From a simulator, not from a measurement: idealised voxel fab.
A process module follows: voxel capacitor over wiring.
Square cell edge 5 nm, section width 255 nm, ID cut.
In what follows, cross-sections appear as grids of square cells, described through bands that run from the top down, where every band is one or more rows of cells.
The band entry comprises the height of the band's top followed by the height of its bottom, expressed in nm, and subsequently the band's materials from left to right, each stated together with its width in nm. Where a single material is marked with the word "full width", that material fills the band from edge to edge. The word "blank" represents empty space.
Note: height 0 marks the level under which the wafer is uniformly one material as received. Lowest band unbounded below, written "0 -> down".
When a width is written as two numbers, as in "30..40", the first number is the width in the top row of cells of the band and the second is the width in its bottom row, and the width changes by the same amount from each row to the next.
"everything unchanged" means the step left every cell of the cross-section as it was.
Enclosed cavities: empty space of 8 cells or more with no open way to the top, each as width x height at its distance from the left edge, in nm
Text after the settings on a step's line: the simulator's own remark on that step.
Among the settings permitted on a step's line is "overlay nm"; applied to a step with a mask, it specifies the extent to which the mask lay to the right of its planned position, whereas a negative figure signifies a position to the left.
-- List of planned process steps
step 1: RECEIVE | material Si
step 2: CONFORMAL_DEP | material SiO2 | thk nm 15
step 3: CONFORMAL_DEP | material SiCN | thk nm 5
step 4: DIRECTIONAL_DEP | material lowk | thk nm 15
step 5: PATTERN | tone open | mask id METAL_1 | material resist | width nm 25 | pitch nm 90 | thk nm 15 | overlay nm 0
step 6: DIRECTIONAL_ETCH | etch materials lowk | depth nm 15
step 7: DIRECTIONAL_ETCH | etch materials SiCN | depth nm 5
step 8: STRIP | etch materials resist
step 9: CONFORMAL_DEP | material TiN | thk nm 5
step 10: FILL_DEP | material Cu | thk nm 5
step 11: CMP | height nm 35
step 12: EPI | material Ru | thk nm 5
step 13: FILL_DEP | material SiCN | thk nm 5
step 14: DIRECTIONAL_DEP | material lowk | thk nm 15
step 15: DIRECTIONAL_DEP | material aC | thk nm 10
step 16: PATTERN | tone open | mask id PLUG_1 | material resist | width nm 15 | thk nm 25 | overlay nm 0
step 17: DIRECTIONAL_ETCH | etch materials aC | depth nm 10
step 18: STRIP | etch materials resist
step 19: DIRECTIONAL_ETCH | etch materials lowk | depth nm 15
step 20: DIRECTIONAL_ETCH | etch materials SiCN | depth nm 5
step 21: STRIP | etch materials aC
step 22: EPI | material Ru | thk nm 10
step 23: EPI | material Ru | thk nm 10
step 24: DIRECTIONAL_DEP | material TiN | thk nm 5
step 25: DIRECTIONAL_DEP | material SiN | thk nm 5
step 26: DIRECTIONAL_DEP | material TiN | thk nm 10
step 27: MASKED_ETCH | tone cover | mask id UPPER_PLATE | width nm 70 | etch materials TiN | depth nm 10 | overlay nm 0
step 28: MASKED_ETCH | tone cover | mask id UPPER_PLATE | width nm 70 | etch materials SiN | depth nm 5 | overlay nm 0
step 29: PATTERN | tone cover | mask id LOWER_PLATE | material resist | width nm 80 | thk nm 15 | overlay nm 0
step 30: DIRECTIONAL_ETCH | etch materials TiN | depth nm 5
step 31: STRIP | etch materials resist
step 32: FILL_DEP | material SiO2 | thk nm 15
step 33: CMP | height nm 90
step 34: PATTERN | tone open | mask id PLUG_2 | material resist | width nm 15 | thk nm 15 | overlay nm 0
step 35: DIRECTIONAL_ETCH | etch materials SiO2 | depth nm 10
step 36: STRIP | etch materials resist
step 37: CONFORMAL_DEP | material TiN | thk nm 5
step 38: FILL_DEP | material W | thk nm 5
step 39: CMP | height nm 90
step 40: CONFORMAL_DEP | material SiN | thk nm 5
-- First of two wafers: run as planned
-- As received (post step 1): cross-section
    0 -> down = Si full width
    Enclosed cavities: none
-- Presented here is a cross-section of the wafer after step 2 has been performed
    15 -> 0 = SiO2 full width
    Below 0 it's all the same as before, nothing changed down there.
-- Presented here is a cross-section of the wafer after step 3 has been performed
    20 -> 15 = SiCN full width
    Below 15 it's all the same as before, nothing changed down there.
-- Presented here is a cross-section of the wafer after step 4 has been performed
    35 -> 20 = lowk full width
    Below 20 it's all the same as before, nothing changed down there.
-- Presented here is a cross-section of the wafer after step 5 has been performed
    50 -> 35 = resist 70; blank 25; resist 65; blank 25; resist 70
    Below 35 it's all the same as before, nothing changed down there.
-- Presented here is a cross-section of the wafer after step 6 has been performed
    50 -> 35 = resist 70; blank 25; resist 65; blank 25; resist 70
    35 -> 20 = lowk 70; blank 25; lowk 65; blank 25; lowk 70
    Below 20 it's all the same as before, nothing changed down there.
-- Presented here is a cross-section of the wafer after step 7 has been performed
    50 -> 35 = resist 70; blank 25; resist 65; blank 25; resist 70
    35 -> 20 = lowk 70; blank 25; lowk 65; blank 25; lowk 70
    20 -> 15 = SiCN 70; blank 25; SiCN 65; blank 25; SiCN 70
    Below 15 it's all the same as before, nothing changed down there.
-- Presented here is a cross-section of the wafer after step 8 has been performed
    35 -> 20 = lowk 70; blank 25; lowk 65; blank 25; lowk 70
    Below 20 it's all the same as before, nothing changed down there.
-- Presented here is a cross-section of the wafer after step 9 has been performed
    40 -> 35 = TiN 75; blank 15; TiN 75; blank 15; TiN 75
    35 -> 20 = lowk 70; TiN 5; blank 15; TiN 5; lowk 65; TiN 5; blank 15; TiN 5; lowk 70
    20 -> 15 = SiCN 70; TiN 25; SiCN 65; TiN 25; SiCN 70
    Below 15 it's all the same as before, nothing changed down there.
-- Presented here is a cross-section of the wafer after step 10 has been performed
    45 -> 40 = Cu full width
    40 -> 35 = TiN 75; Cu 15; TiN 75; Cu 15; TiN 75
    35 -> 20 = lowk 70; TiN 5; Cu 15; TiN 5; lowk 65; TiN 5; Cu 15; TiN 5; lowk 70
    Below 20 it's all the same as before, nothing changed down there.
-- Presented here is a cross-section of the wafer after step 11 has been performed
    35 -> 20 = lowk 70; TiN 5; Cu 15; TiN 5; lowk 65; TiN 5; Cu 15; TiN 5; lowk 70
    Below 20 it's all the same as before, nothing changed down there.
-- Presented here is a cross-section of the wafer after step 12 has been performed
    40 -> 35 = blank 65; Ru 35; blank 55; Ru 35; blank 65
    Below 35 it's all the same as before, nothing changed down there.
-- Presented here is a cross-section of the wafer after step 13 has been performed
    45 -> 40 = SiCN full width
    40 -> 35 = SiCN 65; Ru 35; SiCN 55; Ru 35; SiCN 65
    Below 35 it's all the same as before, nothing changed down there.
-- Presented here is a cross-section of the wafer after step 14 has been performed
    60 -> 45 = lowk full width
    Below 45 it's all the same as before, nothing changed down there.
-- Presented here is a cross-section of the wafer after step 15 has been performed
    70 -> 60 = aC full width
    Below 60 it's all the same as before, nothing changed down there.
-- Presented here is a cross-section of the wafer after step 16 has been performed
    95 -> 70 = resist 80; blank 15; resist 160
    Below 70 it's all the same as before, nothing changed down there.
-- Presented here is a cross-section of the wafer after step 17 has been performed
    85 -> 70 = resist 80; blank 15; resist 160
    70 -> 60 = aC 80; blank 15; aC 160
    Below 60 it's all the same as before, nothing changed down there.
-- Presented here is a cross-section of the wafer after step 18 has been performed
    70 -> 60 = aC 80; blank 15; aC 160
    Below 60 it's all the same as before, nothing changed down there.
-- Presented here is a cross-section of the wafer after step 19 has been performed
    70 -> 60 = aC 80; blank 15; aC 160
    60 -> 45 = lowk 80; blank 15; lowk 160
    Below 45 it's all the same as before, nothing changed down there.
-- Presented here is a cross-section of the wafer after step 20 has been performed
    70 -> 60 = aC 80; blank 15; aC 160
    60 -> 45 = lowk 80; blank 15; lowk 160
    45 -> 40 = SiCN 80; blank 15; SiCN 160
    Below 40 it's all the same as before, nothing changed down there.
-- Presented here is a cross-section of the wafer after step 21 has been performed
    60 -> 45 = lowk 80; blank 15; lowk 160
    Below 45 it's all the same as before, nothing changed down there.
-- Presented here is a cross-section of the wafer after step 22 has been performed
    60 -> 50 = lowk 80; blank 15; lowk 160
    50 -> 45 = lowk 80; Ru 15; lowk 160
    45 -> 40 = SiCN 80; Ru 15; SiCN 160
    Below 40 it's all the same as before, nothing changed down there.
-- Presented here is a cross-section of the wafer after step 23 has been performed
    60 -> 45 = lowk 80; Ru 15; lowk 160
    Below 45 it's all the same as before, nothing changed down there.
-- Presented here is a cross-section of the wafer after step 24 has been performed
    65 -> 60 = TiN full width
    Below 60 it's all the same as before, nothing changed down there.
-- Presented here is a cross-section of the wafer after step 25 has been performed
    70 -> 65 = SiN full width
    Below 65 it's all the same as before, nothing changed down there.
-- Presented here is a cross-section of the wafer after step 26 has been performed
    80 -> 70 = TiN full width
    Below 70 it's all the same as before, nothing changed down there.
-- Presented here is a cross-section of the wafer after step 27 has been performed
    80 -> 70 = blank 80; TiN 70; blank 105
    Below 70 it's all the same as before, nothing changed down there.
-- Presented here is a cross-section of the wafer after step 28 has been performed
    80 -> 70 = blank 80; TiN 70; blank 105
    70 -> 65 = blank 80; SiN 70; blank 105
    Below 65 it's all the same as before, nothing changed down there.
-- Presented here is a cross-section of the wafer after step 29 has been performed
    95 -> 80 = blank 75; resist 80; blank 100
    80 -> 70 = blank 75; resist 5; TiN 70; resist 5; blank 100
    70 -> 65 = blank 75; resist 5; SiN 70; resist 5; blank 100
    Below 65 it's all the same as before, nothing changed down there.
-- Presented here is a cross-section of the wafer after step 30 has been performed
    95 -> 80 = blank 75; resist 80; blank 100
    80 -> 70 = blank 75; resist 5; TiN 70; resist 5; blank 100
    70 -> 65 = blank 75; resist 5; SiN 70; resist 5; blank 100
    65 -> 60 = blank 75; TiN 80; blank 100
    Below 60 it's all the same as before, nothing changed down there.
-- Presented here is a cross-section of the wafer after step 31 has been performed
    80 -> 70 = blank 80; TiN 70; blank 105
    70 -> 65 = blank 80; SiN 70; blank 105
    Below 65 it's all the same as before, nothing changed down there.
-- Presented here is a cross-section of the wafer after step 32 has been performed
    95 -> 80 = SiO2 full width
    80 -> 70 = SiO2 80; TiN 70; SiO2 105
    70 -> 65 = SiO2 80; SiN 70; SiO2 105
    65 -> 60 = SiO2 75; TiN 80; SiO2 100
    Below 60 it's all the same as before, nothing changed down there.
-- Presented here is a cross-section of the wafer after step 33 has been performed
    90 -> 80 = SiO2 full width
    Below 80 it's all the same as before, nothing changed down there.
-- Presented here is a cross-section of the wafer after step 34 has been performed
    105 -> 90 = resist 90; blank 15; resist 150
    Below 90 it's all the same as before, nothing changed down there.
-- Presented here is a cross-section of the wafer after step 35 has been performed
    105 -> 90 = resist 90; blank 15; resist 150
    90 -> 80 = SiO2 90; blank 15; SiO2 150
    Below 80 it's all the same as before, nothing changed down there.
-- Presented here is a cross-section of the wafer after step 36 has been performed
    90 -> 80 = SiO2 90; blank 15; SiO2 150
    Below 80 it's all the same as before, nothing changed down there.
-- Presented here is a cross-section of the wafer after step 37 has been performed
    95 -> 90 = TiN 95; blank 5; TiN 155
    90 -> 85 = SiO2 90; TiN 5; blank 5; TiN 5; SiO2 150
    85 -> 80 = SiO2 90; TiN 15; SiO2 150
    Below 80 it's all the same as before, nothing changed down there.
-- Presented here is a cross-section of the wafer after step 38 has been performed
    100 -> 95 = W full width
    95 -> 90 = TiN 95; W 5; TiN 155
    90 -> 85 = SiO2 90; TiN 5; W 5; TiN 5; SiO2 150
    Below 85 it's all the same as before, nothing changed down there.
-- Presented here is a cross-section of the wafer after step 39 has been performed
    90 -> 85 = SiO2 90; TiN 5; W 5; TiN 5; SiO2 150
    Below 85 it's all the same as before, nothing changed down there.
-- Presented here is a cross-section of the wafer after step 40 has been performed
    95 -> 90 = SiN full width
    Below 90 it's all the same as before, nothing changed down there.
-- The Second Wafer: Common Origin and Plan, One Mistake in Execution, Identical to the First Through Step 15
-- Second wafer, sectioned view, at step 16's planned end time
    95 -> 70 = blank 80; resist 15; blank 160
    Below 70 it's all the same as before, nothing changed down there.
-- Second wafer, sectioned view, at step 17's planned end time
    85 -> 70 = blank 80; resist 15; blank 160
    70 -> 60 = blank 80; aC 15; blank 160
    Below 60 it's all the same as before, nothing changed down there.
-- Second wafer, sectioned view, at step 18's planned end time
    70 -> 60 = blank 80; aC 15; blank 160
    Below 60 it's all the same as before, nothing changed down there.
-- Second wafer, sectioned view, at step 19's planned end time
    70 -> 60 = blank 80; aC 15; blank 160
    60 -> 45 = blank 80; lowk 15; blank 160
    Below 45 it's all the same as before, nothing changed down there.
-- Second wafer, sectioned view, at step 20's planned end time
    70 -> 60 = blank 80; aC 15; blank 160
    60 -> 45 = blank 80; lowk 15; blank 160
    45 -> 40 = blank 80; SiCN 15; blank 160
    Below 40 it's all the same as before, nothing changed down there.
-- Second wafer, sectioned view, at step 21's planned end time
    60 -> 45 = blank 80; lowk 15; blank 160
    Below 45 it's all the same as before, nothing changed down there.
-- Second wafer, sectioned view, at step 22's planned end time
    60 -> 50 = blank 80; lowk 15; blank 160
    50 -> 45 = blank 55; Ru 25; lowk 15; Ru 15; blank 35; Ru 55; blank 55
    45 -> 40 = blank 55; Ru 25; SiCN 15; Ru 15; blank 35; Ru 55; blank 55
    Below 40 it's all the same as before, nothing changed down there.
-- Second wafer, sectioned view, at step 23's planned end time
    60 -> 45 = blank 45; Ru 35; lowk 15; Ru 25; blank 15; Ru 75; blank 45
    45 -> 40 = blank 45; Ru 35; SiCN 15; Ru 25; blank 15; Ru 75; blank 45
    Below 40 it's all the same as before, nothing changed down there.
-- Second wafer, sectioned view, at step 24's planned end time
    65 -> 60 = blank 45; TiN 75; blank 15; TiN 75; blank 45
    60 -> 45 = blank 45; Ru 35; lowk 15; Ru 25; blank 15; Ru 75; blank 45
    45 -> 40 = TiN 45; Ru 35; SiCN 15; Ru 25; TiN 15; Ru 75; TiN 45
    Below 40 it's all the same as before, nothing changed down there.
-- Second wafer, sectioned view, at step 25's planned end time
    70 -> 65 = blank 45; SiN 75; blank 15; SiN 75; blank 45
    65 -> 60 = blank 45; TiN 75; blank 15; TiN 75; blank 45
    60 -> 50 = blank 45; Ru 35; lowk 15; Ru 25; blank 15; Ru 75; blank 45
    50 -> 45 = SiN 45; Ru 35; lowk 15; Ru 25; SiN 15; Ru 75; SiN 45
    Below 45 it's all the same as before, nothing changed down there.
-- Second wafer, sectioned view, at step 26's planned end time
    80 -> 70 = blank 45; TiN 75; blank 15; TiN 75; blank 45
    70 -> 65 = blank 45; SiN 75; blank 15; SiN 75; blank 45
    65 -> 60 = blank 45; TiN 75; blank 15; TiN 75; blank 45
    60 -> 50 = TiN 45; Ru 35; lowk 15; Ru 25; TiN 15; Ru 75; TiN 45
    Below 50 it's all the same as before, nothing changed down there.
-- Second wafer, sectioned view, at step 27's planned end time
    80 -> 70 = blank 80; TiN 40; blank 15; TiN 15; blank 105
    70 -> 65 = blank 45; SiN 75; blank 15; SiN 75; blank 45
    65 -> 60 = blank 45; TiN 75; blank 15; TiN 75; blank 45
    60 -> 50 = blank 45; Ru 35; lowk 15; Ru 25; TiN 15; Ru 75; blank 45
    Below 50 it's all the same as before, nothing changed down there.
-- Second wafer, sectioned view, at step 28's planned end time
    80 -> 70 = blank 80; TiN 40; blank 15; TiN 15; blank 105
    70 -> 65 = blank 80; SiN 40; blank 15; SiN 15; blank 105
    65 -> 60 = blank 45; TiN 75; blank 15; TiN 75; blank 45
    60 -> 50 = blank 45; Ru 35; lowk 15; Ru 25; TiN 15; Ru 75; blank 45
    50 -> 45 = blank 45; Ru 35; lowk 15; Ru 25; SiN 15; Ru 75; blank 45
    Below 45 it's all the same as before, nothing changed down there.
-- Second wafer, sectioned view, at step 29's planned end time
    95 -> 80 = blank 75; resist 80; blank 100
    80 -> 70 = blank 75; resist 5; TiN 40; resist 15; TiN 15; resist 5; blank 100
    70 -> 65 = blank 75; resist 5; SiN 40; resist 15; SiN 15; resist 5; blank 100
    65 -> 60 = blank 45; TiN 75; resist 15; TiN 75; blank 45
    Below 60 it's all the same as before, nothing changed down there.
-- Second wafer, sectioned view, at step 30's planned end time
    95 -> 80 = blank 75; resist 80; blank 100
    80 -> 70 = blank 75; resist 5; TiN 40; resist 15; TiN 15; resist 5; blank 100
    70 -> 65 = blank 75; resist 5; SiN 40; resist 15; SiN 15; resist 5; blank 100
    65 -> 60 = blank 75; TiN 45; resist 15; TiN 20; blank 100
    60 -> 50 = blank 45; Ru 35; lowk 15; Ru 25; TiN 15; Ru 75; blank 45
    50 -> 45 = blank 45; Ru 35; lowk 15; Ru 25; SiN 15; Ru 75; blank 45
    45 -> 40 = blank 45; Ru 35; SiCN 15; Ru 25; TiN 15; Ru 75; blank 45
    Below 40 it's all the same as before, nothing changed down there.
-- Second wafer, sectioned view, at step 31's planned end time
    80 -> 70 = blank 80; TiN 40; blank 15; TiN 15; blank 105
    70 -> 65 = blank 80; SiN 40; blank 15; SiN 15; blank 105
    65 -> 60 = blank 75; TiN 45; blank 15; TiN 20; blank 100
    Below 60 it's all the same as before, nothing changed down there.
-- Second wafer, sectioned view, at step 32's planned end time
    95 -> 80 = SiO2 full width
    80 -> 70 = SiO2 80; TiN 40; SiO2 15; TiN 15; SiO2 105
    70 -> 65 = SiO2 80; SiN 40; SiO2 15; SiN 15; SiO2 105
    65 -> 60 = SiO2 75; TiN 45; SiO2 15; TiN 20; SiO2 100
    60 -> 50 = SiO2 45; Ru 35; lowk 15; Ru 25; TiN 15; Ru 75; SiO2 45
    50 -> 45 = SiO2 45; Ru 35; lowk 15; Ru 25; SiN 15; Ru 75; SiO2 45
    45 -> 40 = SiO2 45; Ru 35; SiCN 15; Ru 25; TiN 15; Ru 75; SiO2 45
    Below 40 it's all the same as before, nothing changed down there.
-- Second wafer, sectioned view, at step 33's planned end time
    90 -> 80 = SiO2 full width
    Below 80 it's all the same as before, nothing changed down there.
-- Second wafer, sectioned view, at step 34's planned end time
    105 -> 90 = resist 90; blank 15; resist 150
    Below 90 it's all the same as before, nothing changed down there.
-- Second wafer, sectioned view, at step 35's planned end time
    105 -> 90 = resist 90; blank 15; resist 150
    90 -> 80 = SiO2 90; blank 15; SiO2 150
    Below 80 it's all the same as before, nothing changed down there.
-- Second wafer, sectioned view, at step 36's planned end time
    90 -> 80 = SiO2 90; blank 15; SiO2 150
    Below 80 it's all the same as before, nothing changed down there.
-- Second wafer, sectioned view, at step 37's planned end time
    95 -> 90 = TiN 95; blank 5; TiN 155
    90 -> 85 = SiO2 90; TiN 5; blank 5; TiN 5; SiO2 150
    85 -> 80 = SiO2 90; TiN 15; SiO2 150
    Below 80 it's all the same as before, nothing changed down there.
-- Second wafer, sectioned view, at step 38's planned end time
    100 -> 95 = W full width
    95 -> 90 = TiN 95; W 5; TiN 155
    90 -> 85 = SiO2 90; TiN 5; W 5; TiN 5; SiO2 150
    Below 85 it's all the same as before, nothing changed down there.
-- Second wafer, sectioned view, at step 39's planned end time
    90 -> 85 = SiO2 90; TiN 5; W 5; TiN 5; SiO2 150
    Below 85 it's all the same as before, nothing changed down there.
-- Second wafer, sectioned view, at step 40's planned end time
    95 -> 90 = SiN full width
    Below 90 it's all the same as before, nothing changed down there.
Error vs. plan: step 16 off recipe, ran as PATTERN | tone cover | mask id PLUG_1 | material resist | width nm 15 | thk nm 25 | overlay nm 0
The closing comparison, in cells, has the second wafer with more or fewer of some materials than the first: +96 Ru, -45 SiCN, +84 SiO2, -135 lowk
